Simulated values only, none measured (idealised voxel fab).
Process module in this document: voxel self aligned vias
The width of the displayed cross-section, cut, is 255 nm; its cells are square, with a size of 5 nm.
Cross-section format: a grid of square cells, given as bands from top to bottom; each band is one or more rows of cells.
First you get the band's top height and its bottom height, in nm, and then the materials it's made of, left to right, with each width in nm. If you see a single material with "everywhere", that one covers the band edge to edge. "blank" is empty space.
Heights are measured from 0, the level below which the as-received wafer is all one material; the lowest band has no bottom and continues downward, written as in "0 down".
Per-row width for "30->40": begins at first number (top row of band), ends at second number (bottom row), increment between rows held constant.
Any step labelled "everything unchanged" changed none of the cells in the cross-section.
For the entry "Entrapped voids", the listed items are empty spaces with no open way to the top whose size is 8 cells or more; each item follows the pattern width x height at distance, where distance is from the left edge and all three are in nm.
Past the settings on a step's line: simulator remark, on that step.
On any step carrying a mask, the "overlay nm" setting, if present on the step's line, tells how far right of its planned place the mask lay; negative values point to the left.

## The steps planned for the process are as follows
1. RECEIVE | material Si
2. CONFORMAL_DEP | material SiO2 | thk nm 15
3. CONFORMAL_DEP | material SiCN | thk nm 5
4. DIRECTIONAL_DEP | material SiO2 | thk nm 20
5. PATTERN | tone open | mask id LINES | material resist | width nm 30 | pitch nm 80 | thk nm 20 | overlay nm 0
6. DIRECTIONAL_ETCH | etch materials SiO2 | depth nm 20
7. STRIP | etch materials resist
8. CONFORMAL_DEP | material TiN | thk nm 5
9. FILL_DEP | material W | thk nm 10
10. CMP | height nm 40
11. SELECTIVE_ETCH | etch materials W Ru TiN | depth nm 5
12. FILL_DEP | material SiN | thk nm 10
13. CMP | height nm 40
14. DIRECTIONAL_DEP | material SiO2 | thk nm 20
15. DIRECTIONAL_DEP | material aC | thk nm 15
16. PATTERN | tone open | mask id VIAS | material resist | width nm 50 | thk nm 30 | overlay nm 0
17. DIRECTIONAL_ETCH | etch materials aC | depth nm 15
18. STRIP | etch materials resist
19. DIRECTIONAL_ETCH | etch materials SiO2 | depth nm 20
20. DIRECTIONAL_ETCH | etch materials SiN | depth nm 5
21. STRIP | etch materials aC
22. CONFORMAL_DEP | material TiN | thk nm 5
23. FILL_DEP | material Cu | thk nm 5
24. CMP | height nm 60
25. CONFORMAL_DEP | material SiN | thk nm 5

## First of the two wafers, run per plan

## The cross-section here shows the wafer as received, i.e. in its state after step 1
> 0 down | Si everywhere
> Entrapped voids: none

## So this is the wafer cross-section right after step 2
> 15 to 0 | SiO2 everywhere
> Below 0, no change.

## So this is the wafer cross-section right after step 3
> 20 to 15 | SiCN everywhere
> Below 15, no change.

## So this is the wafer cross-section right after step 4
> 40 to 20 | SiO2 everywhere
> Below 20, no change.

## So this is the wafer cross-section right after step 5
> 60 to 40 | 70 nm resist, then 30 nm blank, then 50 nm resist, then 30 nm blank, then 75 nm resist
> Below 40, no change.

## So this is the wafer cross-section right after step 6
> 60 to 40 | 70 nm resist, then 30 nm blank, then 50 nm resist, then 30 nm blank, then 75 nm resist
> 40 to 20 | 70 nm SiO2, then 30 nm blank, then 50 nm SiO2, then 30 nm blank, then 75 nm SiO2
> Below 20, no change.

## So this is the wafer cross-section right after step 7
> 40 to 20 | 70 nm SiO2, then 30 nm blank, then 50 nm SiO2, then 30 nm blank, then 75 nm SiO2
> Below 20, no change.

## So this is the wafer cross-section right after step 8
> 45 to 40 | 75 nm TiN, then 20 nm blank, then 60 nm TiN, then 20 nm blank, then 80 nm TiN
> 40 to 25 | 70 nm SiO2, then 5 nm TiN, then 20 nm blank, then 5 nm TiN, then 50 nm SiO2, then 5 nm TiN, then 20 nm blank, then 5 nm TiN, then 75 nm SiO2
> 25 to 20 | 70 nm SiO2, then 30 nm TiN, then 50 nm SiO2, then 30 nm TiN, then 75 nm SiO2
> Below 20, no change.

## So this is the wafer cross-section right after step 9
> 55 to 45 | W everywhere
> 45 to 40 | 75 nm TiN, then 20 nm W, then 60 nm TiN, then 20 nm W, then 80 nm TiN
> 40 to 25 | 70 nm SiO2, then 5 nm TiN, then 20 nm W, then 5 nm TiN, then 50 nm SiO2, then 5 nm TiN, then 20 nm W, then 5 nm TiN, then 75 nm SiO2
> Below 25, no change.

## So this is the wafer cross-section right after step 10
> 40 to 25 | 70 nm SiO2, then 5 nm TiN, then 20 nm W, then 5 nm TiN, then 50 nm SiO2, then 5 nm TiN, then 20 nm W, then 5 nm TiN, then 75 nm SiO2
> Below 25, no change.

## So this is the wafer cross-section right after step 11
> 40 to 35 | 70 nm SiO2, then 30 nm blank, then 50 nm SiO2, then 30 nm blank, then 75 nm SiO2
> Below 35, no change.

## So this is the wafer cross-section right after step 12
> 50 to 40 | SiN everywhere
> 40 to 35 | 70 nm SiO2, then 30 nm SiN, then 50 nm SiO2, then 30 nm SiN, then 75 nm SiO2
> Below 35, no change.

## So this is the wafer cross-section right after step 13
> 40 to 35 | 70 nm SiO2, then 30 nm SiN, then 50 nm SiO2, then 30 nm SiN, then 75 nm SiO2
> Below 35, no change.

## So this is the wafer cross-section right after step 14
> 60 to 40 | SiO2 everywhere
> Below 40, no change.

## So this is the wafer cross-section right after step 15
> 75 to 60 | aC everywhere
> Below 60, no change.

## So this is the wafer cross-section right after step 16
> 105 to 75 | 60 nm resist, then 50 nm blank, then 145 nm resist
> Below 75, no change.

## So this is the wafer cross-section right after step 17
> 90 to 75 | 60 nm resist, then 50 nm blank, then 145 nm resist
> 75 to 60 | 60 nm aC, then 50 nm blank, then 145 nm aC
> Below 60, no change.

## So this is the wafer cross-section right after step 18
> 75 to 60 | 60 nm aC, then 50 nm blank, then 145 nm aC
> Below 60, no change.

## So this is the wafer cross-section right after step 19
> 75 to 60 | 60 nm aC, then 50 nm blank, then 145 nm aC
> 60 to 40 | 60 nm SiO2, then 50 nm blank, then 145 nm SiO2
> Below 40, no change.

## So this is the wafer cross-section right after step 20
> 75 to 60 | 60 nm aC, then 50 nm blank, then 145 nm aC
> 60 to 40 | 60 nm SiO2, then 50 nm blank, then 145 nm SiO2
> 40 to 35 | 70 nm SiO2, then 30 nm blank, then 50 nm SiO2, then 30 nm SiN, then 75 nm SiO2
> Below 35, no change.

## So this is the wafer cross-section right after step 21
> 60 to 40 | 60 nm SiO2, then 50 nm blank, then 145 nm SiO2
> Below 40, no change.

## So this is the wafer cross-section right after step 22
> 65 to 60 | 65 nm TiN, then 40 nm blank, then 150 nm TiN
> 60 to 45 | 60 nm SiO2, then 5 nm TiN, then 40 nm blank, then 5 nm TiN, then 145 nm SiO2
> 45 to 40 | 60 nm SiO2, then 15 nm TiN, then 20 nm blank, then 15 nm TiN, then 145 nm SiO2
> 40 to 35 | 70 nm SiO2, then 30 nm TiN, then 50 nm SiO2, then 30 nm SiN, then 75 nm SiO2
> Below 35, no change.

## So this is the wafer cross-section right after step 23
> 70 to 65 | Cu everywhere
> 65 to 60 | 65 nm TiN, then 40 nm Cu, then 150 nm TiN
> 60 to 45 | 60 nm SiO2, then 5 nm TiN, then 40 nm Cu, then 5 nm TiN, then 145 nm SiO2
> 45 to 40 | 60 nm SiO2, then 15 nm TiN, then 20 nm Cu, then 15 nm TiN, then 145 nm SiO2
> Below 40, no change.

## So this is the wafer cross-section right after step 24
> 60 to 45 | 60 nm SiO2, then 5 nm TiN, then 40 nm Cu, then 5 nm TiN, then 145 nm SiO2
> Below 45, no change.

## So this is the wafer cross-section right after step 25
> 65 to 60 | SiN everywhere
> Below 60, no change.

## The second wafer: identical to the first at the outset and in its planned sequence, differing only in that one mistake was made during processing; up to and including step 13, its path is the first wafer's path

## At the planned end of step 14, the second wafer in cross-section
> 60 to 40 | Cu everywhere
> Below 40, no change.

## At the planned end of step 15, the second wafer in cross-section
> 75 to 60 | aC everywhere
> Below 60, no change.

## At the planned end of step 16, the second wafer in cross-section
> 105 to 75 | 60 nm resist, then 50 nm blank, then 145 nm resist
> Below 75, no change.

## At the planned end of step 17, the second wafer in cross-section
> 90 to 75 | 60 nm resist, then 50 nm blank, then 145 nm resist
> 75 to 60 | 60 nm aC, then 50 nm blank, then 145 nm aC
> Below 60, no change.

## At the planned end of step 18, the second wafer in cross-section
> 75 to 60 | 60 nm aC, then 50 nm blank, then 145 nm aC
> Below 60, no change.

At the planned end of step 19, the second wafer in cross-section: everything unchanged

At the planned end of step 20, the second wafer in cross-section: everything unchanged

## At the planned end of step 21, the second wafer in cross-section
> 60 to 40 | Cu everywhere
> Below 40, no change.

## At the planned end of step 22, the second wafer in cross-section
> 65 to 60 | TiN everywhere
> Below 60, no change.

## At the planned end of step 23, the second wafer in cross-section
> 70 to 65 | Cu everywhere
> Below 65, no change.

## At the planned end of step 24, the second wafer in cross-section
> 60 to 40 | Cu everywhere
> Below 40, no change.

## At the planned end of step 25, the second wafer in cross-section
> 65 to 60 | SiN everywhere
> Below 60, no change.
Short version of what went wrong: step 14 was not run as planned; what actually ran was DIRECTIONAL_DEP | material Cu | thk nm 20
End of process, cell counts, second wafer against first, materials with more or fewer: Cu: 176 more, SiN: 6 more, SiO2: 164 fewer, TiN: 18 fewer
